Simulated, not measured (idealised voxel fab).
Proc. module: voxel capacitor over wiring
For reference, the cross-section in this document is cut, with width 150 nm and square cells of 5 nm.
Cross-section, as written here: a square-cell grid given band by band from the top down, where a band holds one or more rows of cells.
Per band: top height and bottom height in nm, followed by the left-to-right materials and their widths in nm; "throughout" marks a single material spanning edge to edge, "empty" marks empty space.
Heights are measured from 0, the level below which the as-received wafer is all one material; the lowest band has no bottom and continues downward, written as in "0 nm and below".
The width entry "30..40" should be interpreted row by row: the top row of cells in the band takes the first number, the bottom row takes the second number, and the change between adjacent rows is uniform throughout.
Given "stayed the same" for a step, no cell of the cross-section differs between before and after that step.
Closed empty spaces (no open way to the top) of 8 cells or more are what "Unvented voids" lists, each as width x height at distance from the left edge, nm for all three.
Note: text after step settings on the step line = simulator remark on that step.
The optional step-line setting "overlay nm" applies to steps with a mask and quantifies how far to the right of its planned location the mask lay, a negative value indicating leftward placement.
The steps planned for the process are as follows:
1,op RECEIVE | material Si
2,op CONFORMAL_DEP | material SiO2 | thk nm 10
3,op DIRECTIONAL_DEP | material TiN | thk nm 5
4,op DIRECTIONAL_DEP | material W | thk nm 15
5,op MASKED_ETCH | tone cover | mask id METAL_1 | width nm 30 | pitch nm 90 | etch materials W | depth nm 15 | overlay nm 0
6,op MASKED_ETCH | tone cover | mask id METAL_1 | width nm 30 | pitch nm 90 | etch materials TiN | depth nm 5 | overlay nm 0
7,op CONFORMAL_DEP | material SiN | thk nm 5
8,op FILL_DEP | material SiO2 | thk nm 5
9,op CMP | height nm 30
10,op CONFORMAL_DEP | material SiCN | thk nm 5
11,op DIRECTIONAL_DEP | material SiO2 | thk nm 10
12,op MASKED_ETCH | tone open | mask id PLUG_1 | width nm 15 | etch materials SiO2 | depth nm 10 | overlay nm 0
13,op MASKED_ETCH | tone open | mask id PLUG_1 | width nm 15 | etch materials SiCN | depth nm 5 | overlay nm 0
14,op EPI | material Ru | thk nm 10
15,op EPI | material Ru | thk nm 5
16,op DIRECTIONAL_DEP | material TiN | thk nm 5
17,op DIRECTIONAL_DEP | material Al2O3 | thk nm 5
18,op DIRECTIONAL_DEP | material TiN | thk nm 10
19,op DIRECTIONAL_DEP | material aC | thk nm 10
20,op PATTERN | tone cover | mask id UPPER_PLATE | material resist | width nm 65 | thk nm 30 | overlay nm 0
21,op DIRECTIONAL_ETCH | etch materials aC | depth nm 10
22,op STRIP | etch materials resist
23,op DIRECTIONAL_ETCH | etch materials TiN | depth nm 10
24,op DIRECTIONAL_ETCH | etch materials Al2O3 | depth nm 5
25,op STRIP | etch materials aC
26,op DIRECTIONAL_DEP | material aC | thk nm 10
27,op PATTERN | tone cover | mask id LOWER_PLATE | material resist | width nm 75 | thk nm 30 | overlay nm 0
28,op DIRECTIONAL_ETCH | etch materials aC | depth nm 10
29,op STRIP | etch materials resist
30,op DIRECTIONAL_ETCH | etch materials TiN | depth nm 5
31,op STRIP | etch materials aC
32,op FILL_DEP | material SiO2 | thk nm 20
33,op CMP | height nm 80
34,op MASKED_ETCH | tone open | mask id PLUG_2 | width nm 15 | etch materials SiO2 | depth nm 15 | overlay nm 0
35,op CONFORMAL_DEP | material TiN | thk nm 5
36,op FILL_DEP | material W | thk nm 5
37,op CMP | height nm 80
38,op CONFORMAL_DEP | material SiN | thk nm 5
Cross-section: wafer on arrival = after step 1:
	0 nm and below | Si throughout
	Unvented voids: none
Run as planned - first of the two wafers cross-sectioned at the end of the module:
	85 nm to 80 nm | SiN throughout
	80 nm to 70 nm | 40 of SiO2 / 5 of TiN / 5 of W / 5 of TiN / 95 of SiO2
	70 nm to 65 nm | 40 of SiO2 / 15 of TiN / 95 of SiO2
	65 nm to 55 nm | 30 of SiO2 / 65 of TiN / 55 of SiO2
	55 nm to 50 nm | 30 of SiO2 / 65 of Al2O3 / 55 of SiO2
	50 nm to 45 nm | 25 of SiO2 / 75 of TiN / 50 of SiO2
	45 nm to 35 nm | 30 of SiO2 / 15 of Ru / 105 of SiO2
	35 nm to 30 nm | 30 of SiCN / 15 of Ru / 105 of SiCN
	30 nm to 15 nm | 10 of SiO2 / 5 of SiN / 30 of W / 5 of SiN / 50 of SiO2 / 5 of SiN / 30 of W / 5 of SiN / 10 of SiO2
	15 nm to 10 nm | 15 of SiN / 30 of TiN / 60 of SiN / 30 of TiN / 15 of SiN
	10 nm to 0 nm | SiO2 throughout
	0 nm and below | Si throughout
	Unvented voids: none
Wafer two, end of module, cross-section. Same start, same plan as wafer one. One mistake in the run:
	85 nm to 80 nm | SiN throughout
	80 nm to 70 nm | 40 of SiO2 / 5 of TiN / 5 of W / 5 of TiN / 95 of SiO2
	70 nm to 65 nm | 40 of SiO2 / 15 of TiN / 95 of SiO2
	65 nm to 55 nm | 30 of SiO2 / 65 of TiN / 55 of SiO2
	55 nm to 50 nm | 30 of SiO2 / 65 of Al2O3 / 55 of SiO2
	50 nm to 45 nm | 25 of SiO2 / 75 of TiN / 50 of SiO2
	45 nm to 35 nm | 30 of SiO2 / 15 of Ru / 105 of SiO2
	35 nm to 30 nm | 30 of SiCN / 15 of Ru / 105 of SiCN
	30 nm to 15 nm | 10 of Al2O3 / 5 of SiN / 30 of W / 5 of SiN / 50 of Al2O3 / 5 of SiN / 30 of W / 5 of SiN / 10 of Al2O3
	15 nm to 10 nm | 15 of SiN / 30 of TiN / 60 of SiN / 30 of TiN / 15 of SiN
	10 nm to 0 nm | SiO2 throughout
	0 nm and below | Si throughout
	Unvented voids: none
Short version of what went wrong: step 8 ran differently from the plan; actual operation with settings: op FILL_DEP | material Al2O3 | thk nm 5
Final cells, second wafer relative to first, materials higher or lower: Al2O3: 42 more; SiO2: 42 fewer
